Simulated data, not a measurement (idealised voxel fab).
Presented below is a process module, voxel wiring stack.
Displayed cross-section: cut, width of 180 nm, square cells sized 5 nm.
Heads up, the way a cross-section reads in here is a grid of square cells, handed over as bands from the top down, with every band being one or more rows of cells.
Quick guide to a band line: top height, bottom height (nm) up front; then every material left to right with its width in nm. Only one material and it's marked "everywhere"? Then it fills the band edge to edge. And "empty" just means empty space.
Heights are measured from 0, the level below which the as-received wafer is all one material; the lowest band has no bottom and continues downward, written as in "0..down".
Per-row width for "30 to 40": begins at first number (top row of band), ends at second number (bottom row), increment between rows held constant.
The designation "everything unchanged", where it is given for a processing step, indicates that no cell of the cross-section was altered in the course of that step.
"Closed void catalog" lists enclosed empty spaces (at least 8 cells, no open path upward to the top), each as width x height at distance from the left edge, in nm.
What comes after the settings on a step's line is commentary from the simulator itself on that step.
The optional step-line setting "overlay nm" applies to steps with a mask and quantifies how far to the right of its planned location the mask lay, a negative value indicating leftward placement.

The planned process steps are enumerated hereunder:
1. RECEIVE (material Si)
2. CONFORMAL_DEP (material SiO2; thk nm 10)
3. CONFORMAL_DEP (material SiN; thk nm 5)
4. DIRECTIONAL_DEP (material SiO2; thk nm 25)
5. MASKED_ETCH (tone open; mask id METAL_1; width nm 30; pitch nm 55; etch materials SiO2; depth nm 25; overlay nm 0)
6. MASKED_ETCH (tone open; mask id METAL_1; width nm 30; pitch nm 55; etch materials SiN; depth nm 5; overlay nm 0)
7. CONFORMAL_DEP (material TiN; thk nm 5)
8. FILL_DEP (material Cu; thk nm 5)
9. CMP (height nm 40)
10. CONFORMAL_DEP (material SiCN; thk nm 5)
11. DIRECTIONAL_DEP (material lowk; thk nm 15)
12. DIRECTIONAL_DEP (material aC; thk nm 15)
13. PATTERN (tone open; mask id PLUG_1; material resist; width nm 15; thk nm 35; overlay nm 0)
14. DIRECTIONAL_ETCH (etch materials aC; depth nm 15)
15. STRIP (etch materials resist)
16. DIRECTIONAL_ETCH (etch materials lowk; depth nm 15)
17. DIRECTIONAL_ETCH (etch materials SiCN; depth nm 5)
18. STRIP (etch materials aC)
19. EPI (material Ru; thk nm 10)
20. EPI (material Ru; thk nm 10)
21. CONFORMAL_DEP (material SiCN; thk nm 5)
22. DIRECTIONAL_DEP (material SiO2; thk nm 15)
23. DIRECTIONAL_DEP (material aC; thk nm 15)
24. PATTERN (tone open; mask id METAL_2; material resist; width nm 20; pitch nm 55; thk nm 35; overlay nm 0)
25. DIRECTIONAL_ETCH (etch materials aC; depth nm 15)
26. STRIP (etch materials resist)
27. DIRECTIONAL_ETCH (etch materials SiO2; depth nm 15)
28. DIRECTIONAL_ETCH (etch materials SiCN; depth nm 5)
29. STRIP (etch materials aC)
30. CONFORMAL_DEP (material TiN; thk nm 5)
31. FILL_DEP (material W; thk nm 10)
32. CMP (height nm 80)
33. CONFORMAL_DEP (material SiCN; thk nm 5)
34. DIRECTIONAL_DEP (material SiO2; thk nm 15)
35. DIRECTIONAL_DEP (material aC; thk nm 15)
36. PATTERN (tone open; mask id PLUG_2; material resist; width nm 15; pitch nm 55; thk nm 30; overlay nm 0)
37. DIRECTIONAL_ETCH (etch materials aC; depth nm 15)
38. STRIP (etch materials resist)
39. DIRECTIONAL_ETCH (etch materials SiO2; depth nm 15)
40. DIRECTIONAL_ETCH (etch materials SiCN; depth nm 5)
41. STRIP (etch materials aC)
42. CONFORMAL_DEP (material TiN; thk nm 5)
43. FILL_DEP (material Ru; thk nm 5)
44. CMP (height nm 100)
45. DIRECTIONAL_DEP (material TiN; thk nm 5)
46. DIRECTIONAL_DEP (material Ru; thk nm 25)
47. MASKED_ETCH (tone cover; mask id METAL_3; width nm 30; pitch nm 55; etch materials Ru; depth nm 25; overlay nm 0)
48. MASKED_ETCH (tone cover; mask id METAL_3; width nm 30; pitch nm 55; etch materials TiN; depth nm 5; overlay nm 0)
49. CONFORMAL_DEP (material SiCN; thk nm 5)
50. FILL_DEP (material SiO2; thk nm 5)
51. CMP (height nm 130)
52. CONFORMAL_DEP (material SiCN; thk nm 5)
53. DIRECTIONAL_DEP (material lowk; thk nm 25)
54. PATTERN (tone open; mask id METAL_4_HOLES; material resist; width nm 15; pitch nm 55; thk nm 15; overlay nm 0)
55. DIRECTIONAL_ETCH (etch materials lowk; depth nm 25)
56. STRIP (etch materials resist)
57. MASKED_ETCH (tone open; mask id METAL_4; width nm 30; pitch nm 55; etch materials lowk; depth nm 15; overlay nm 0)
58. MASKED_ETCH (tone open; mask id METAL_4; width nm 30; pitch nm 55; etch materials SiCN; depth nm 5; overlay nm 0)
59. CONFORMAL_DEP (material TiN; thk nm 5)
60. FILL_DEP (material Cu; thk nm 10)
61. CMP (height nm 160)
62. CONFORMAL_DEP (material SiCN; thk nm 5)
Every wafer here starts from the same state; it is the step 24 width nm that distinguishes them, and the value the plan gives belongs to the first wafer.

Cross-section of the first of several received wafers, showing its state after step 1:
0..down: Si everywhere
Closed void catalog: none

Wafer cross-section (first of several) - module end, post step 62 (last step):
165..160: SiCN everywhere
160..150: lowk=45, TiN=5, Cu=20, TiN=5, lowk=25, TiN=5, Cu=20, TiN=5, lowk=50
150..145: lowk=45, TiN=5, Cu=5, TiN=20, lowk=25, TiN=5, Cu=5, TiN=20, lowk=50
145..135: lowk=45, TiN=5, Cu=5, TiN=5, lowk=40, TiN=5, Cu=5, TiN=5, lowk=65
135..130: SiCN=45, TiN=15, SiCN=40, TiN=15, SiCN=65
130..105: SiO2=40, SiCN=5, Ru=30, SiCN=5, SiO2=15, SiCN=5, Ru=30, SiCN=5, SiO2=45
105..100: SiCN=45, TiN=30, SiCN=25, TiN=30, SiCN=50
100..85: SiO2=45, TiN=5, Ru=5, TiN=5, SiO2=40, TiN=5, Ru=5, TiN=5, SiO2=65
85..80: SiCN=45, TiN=15, SiCN=40, TiN=15, SiCN=65
80..65: SiO2=50, TiN=5, W=10, TiN=5, SiO2=35, TiN=5, W=10, TiN=5, SiO2=55
65..60: SiCN=50, TiN=20, SiCN=35, TiN=20, SiCN=55
60..45: lowk=45, Ru=15, lowk=120
45..40: SiCN=45, Ru=15, SiCN=120
40..15: SiO2=45, TiN=5, Cu=20, TiN=5, SiO2=25, TiN=5, Cu=20, TiN=5, SiO2=50
15..10: SiN=45, TiN=30, SiN=25, TiN=30, SiN=50
10..0: SiO2 everywhere
0..down: Si everywhere
Closed void catalog: none

End of module, last wafer sectioned:
165..160: SiCN everywhere
160..150: lowk=45, TiN=5, Cu=20, TiN=5, lowk=25, TiN=5, Cu=20, TiN=5, lowk=50
150..145: lowk=45, TiN=5, Cu=5, TiN=20, lowk=25, TiN=5, Cu=5, TiN=20, lowk=50
145..135: lowk=45, TiN=5, Cu=5, TiN=5, lowk=40, TiN=5, Cu=5, TiN=5, lowk=65
135..130: SiCN=45, TiN=15, SiCN=40, TiN=15, SiCN=65
130..105: SiO2=40, SiCN=5, Ru=30, SiCN=5, SiO2=15, SiCN=5, Ru=30, SiCN=5, SiO2=45
105..100: SiCN=45, TiN=30, SiCN=25, TiN=30, SiCN=50
100..85: SiO2=45, TiN=5, Ru=5, TiN=5, SiO2=40, TiN=5, Ru=5, TiN=5, SiO2=65
85..80: SiCN=45, TiN=15, SiCN=40, TiN=15, SiCN=65
80..65: SiO2=40, TiN=5, W=30, TiN=5, SiO2=15, TiN=5, W=30, TiN=5, SiO2=45
65..60: SiCN=40, TiN=40, SiCN=15, TiN=40, SiCN=45
60..45: lowk=45, Ru=15, lowk=120
45..40: SiCN=45, Ru=15, SiCN=120
40..15: SiO2=45, TiN=5, Cu=20, TiN=5, SiO2=25, TiN=5, Cu=20, TiN=5, SiO2=50
15..10: SiN=45, TiN=30, SiN=25, TiN=30, SiN=50
10..0: SiO2 everywhere
0..down: Si everywhere
Closed void catalog: none

Gained (+) or lost (-) cells of each material since receipt, then closed voids: one row per wafer, at the end of the module:
width nm 20; +62 Cu; +78 Ru; +201 SiCN; +24 SiN; +466 SiO2; +114 TiN; +12 W; +231 lowk; Closed void catalog: none
width nm 25; +62 Cu; +78 Ru; +199 SiCN; +24 SiN; +460 SiO2; +116 TiN; +18 W; +231 lowk; Closed void catalog: none
width nm 30; +62 Cu; +78 Ru; +197 SiCN; +24 SiN; +454 SiO2; +118 TiN; +24 W; +231 lowk; Closed void catalog: none
width nm 35; +62 Cu; +78 Ru; +195 SiCN; +24 SiN; +448 SiO2; +120 TiN; +30 W; +231 lowk; Closed void catalog: none
width nm 40; +62 Cu; +78 Ru; +193 SiCN; +24 SiN; +442 SiO2; +122 TiN; +36 W; +231 lowk; Closed void catalog: none
